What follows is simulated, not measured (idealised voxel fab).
You're looking at the process module voxel self aligned contacts.
Section shown: cut. Width: 235 nm. Cell size: 5 nm, square.
Notation: cross-section as square-cell grid; stated in bands, top first, going down; one or more cell rows per band. In this notation a band is specified by the heights of its top and bottom, in that order and in nm, after which its materials appear from left to right, each paired with its width in nm. The word "edge to edge" attached to a single material means that material fills the band from edge to edge; the word "empty" stands for empty space. Counting heights begins at 0, where everything beneath is, in the wafer as received, one material. The lowest band has no bottom; it goes on downwards, as "0 and below" shows. Quick explanation for "30->40": the width changes in equal steps down the rows of cells, from the first number in the band's top row to the second number in its bottom row. The designation "no modifications", where it is given for a processing step, indicates that no cell of the cross-section was altered in the course of that step. What "Completely sealed voids" gives you is every empty space of 8 cells or more that is cut off from the top. Each appears as width x height at distance, with the distance taken from the left edge and width, height and distance all in nm. Where a step's line continues beyond its settings, the continuation is a remark by the simulator itself on that step. A step line may carry the setting "overlay nm", which, for steps involving a mask, states the distance by which the mask lay to the right of its intended position; negative values denote displacement to the left.

The process steps that were planned are listed below:
1. RECEIVE (material Si)
2. CONFORMAL_DEP (material SiO2; thk nm 5)
3. DIRECTIONAL_DEP (material polySi; thk nm 20)
4. DIRECTIONAL_DEP (material SiN; thk nm 25)
5. MASKED_ETCH (tone cover; mask id GATE; width nm 25; pitch nm 65; etch materials SiN; depth nm 25; overlay nm 0)
6. MASKED_ETCH (tone cover; mask id GATE; width nm 25; pitch nm 65; etch materials polySi; depth nm 20; overlay nm 0)
7. CONFORMAL_DEP (material SiN; thk nm 10)
8. DIRECTIONAL_ETCH (etch materials SiN; depth nm 10)
9. FILL_DEP (material SiO2; thk nm 15)
10. CMP (height nm 60)
11. PATTERN (tone open; mask id CONTACT; material resist; width nm 50; pitch nm 65; thk nm 20; overlay nm 0)
12. DIRECTIONAL_ETCH (etch materials SiO2; depth nm 60)
13. STRIP (etch materials resist)
14. CONFORMAL_DEP (material TiN; thk nm 5)
15. FILL_DEP (material Ru; thk nm 10)
16. CMP (height nm 60)
17. CONFORMAL_DEP (material SiCN; thk nm 5)

As-received wafer cross-section (after step 1):
    0 and below: Si edge to edge
    Completely sealed voids: none

Module complete - cross-section of the first of two wafers, run according to plan:
    65 down to 60: SiCN edge to edge
    60 down to 50: 60 SiO2; 5->20 TiN; 40->10 Ru; 5->20 TiN; 15 SiO2; 5->20 TiN; 40->10 Ru; 5->20 TiN; 60 SiO2
    50 down to 25: 30 SiO2; 45 SiN; 5 TiN; 10 Ru; 5 TiN; 45 SiN; 5 TiN; 10 Ru; 5 TiN; 45 SiN; 30 SiO2
    25 down to 5: 30 SiO2; 10 SiN; 25 polySi; 10 SiN; 5 TiN; 10 Ru; 5 TiN; 10 SiN; 25 polySi; 10 SiN; 5 TiN; 10 Ru; 5 TiN; 10 SiN; 25 polySi; 10 SiN; 30 SiO2
    5 down to 0: 75 SiO2; 20 TiN; 45 SiO2; 20 TiN; 75 SiO2
    0 and below: Si edge to edge
    Completely sealed voids: none

This is the second of the two wafers, cross-sectioned at the end of the module; it started exactly like the first and was given the same plan, but it was run with one mistake:
    80 down to 75: SiCN edge to edge
    75 down to 65: Ru edge to edge
    65 down to 60: 65 TiN; 40 Ru; 25 TiN; 40 Ru; 65 TiN
    60 down to 50: 60 SiO2; 5->20 TiN; 40->10 Ru; 5->20 TiN; 15 SiO2; 5->20 TiN; 40->10 Ru; 5->20 TiN; 60 SiO2
    50 down to 25: 30 SiO2; 45 SiN; 5 TiN; 10 Ru; 5 TiN; 45 SiN; 5 TiN; 10 Ru; 5 TiN; 45 SiN; 30 SiO2
    25 down to 5: 30 SiO2; 10 SiN; 25 polySi; 10 SiN; 5 TiN; 10 Ru; 5 TiN; 10 SiN; 25 polySi; 10 SiN; 5 TiN; 10 Ru; 5 TiN; 10 SiN; 25 polySi; 10 SiN; 30 SiO2
    5 down to 0: 75 SiO2; 20 TiN; 45 SiO2; 20 TiN; 75 SiO2
    0 and below: Si edge to edge
    Completely sealed voids: none
Heads up, the wafer didn't run the way we planned it: step 16 of the plan was jumped over and never run
FYI, end of process, the second wafer has more or fewer cells of some materials than the first: Ru: 110 more | TiN: 31 more
